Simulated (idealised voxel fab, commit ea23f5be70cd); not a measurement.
process module | voxel tone inversion
cross-section cut | 240 nm wide | cells 5 nm
A cross-section is a grid of square cells, given in bands from the top down. A band is one or more rows of cells.
Each band's line starts with the height of the band's top and of its bottom, in nm. Then come its materials from left to right, each with its width in nm. One material with "throughout" fills the band from edge to edge. "air" is empty space.
Height 0 is the level under which the wafer as received is all one material. The lowest band goes on downwards, as in "0 down".
A width such as "30 to 40" changes by the same amount from each row of cells to the next, from the band's top row to its bottom row.
"no change" after a step means that no cell of the cross-section changed.
closed voids: empty space of 8 cells or more with no open way to the top, each as width x height at its distance from the left edge, in nm
after a step's settings: what the simulator itself notes on the step
overlay nm, on a step with a mask: how far to the right of its planned place the mask lay; to the left if negative
plan
1 op RECEIVE | material Si
2 op CONFORMAL_DEP | material SiCN | thk nm 10
3 op DIRECTIONAL_DEP | material aC | thk nm 20
4 op PATTERN | tone cover | mask id POSTS | material resist | width nm 20 | pitch nm 45 | thk nm 25 | overlay nm 0
5 op DIRECTIONAL_ETCH | etch materials aC | depth nm 20
6 op STRIP | etch materials resist
7 op FILL_DEP | material SiO2 | thk nm 10
8 op CMP | height nm 30
9 op STRIP | etch materials aC
10 op CONFORMAL_DEP | material TiN | thk nm 5
11 op FILL_DEP | material Cu | thk nm 10
12 op CMP | height nm 30
13 op CONFORMAL_DEP | material SiCN | thk nm 5
as received, after step 1
  0 down: Si throughout
  closed voids: none
first wafer at the end, as planned
  35 to 30: SiCN throughout
  30 to 15: SiO2 85 | TiN 5 | Cu 10 | TiN 5 | SiO2 25 | TiN 5 | Cu 10 | TiN 5 | SiO2 90
  15 to 10: SiO2 85 | TiN 20 | SiO2 25 | TiN 20 | SiO2 90
  10 to 0: SiCN throughout
  0 down: Si throughout
  closed voids: none
second wafer at the end: like start, like plan, one mistake
  35 to 30: SiCN throughout
  30 to 15: Cu 80 | TiN 5 | SiO2 20 | TiN 5 | Cu 15 | TiN 5 | SiO2 20 | TiN 5 | Cu 85
  15 to 10: TiN 85 | SiO2 20 | TiN 25 | SiO2 20 | TiN 90
  10 to 0: SiCN throughout
  0 down: Si throughout
  closed voids: none
what went wrong: step 4 ran as: op PATTERN | tone open | mask id POSTS | material resist | width nm 20 | pitch nm 45 | thk nm 25 | overlay nm 0
at the end the second wafer has, in cells: 96 more of Cu | 128 fewer of SiO2 | 32 more of TiN
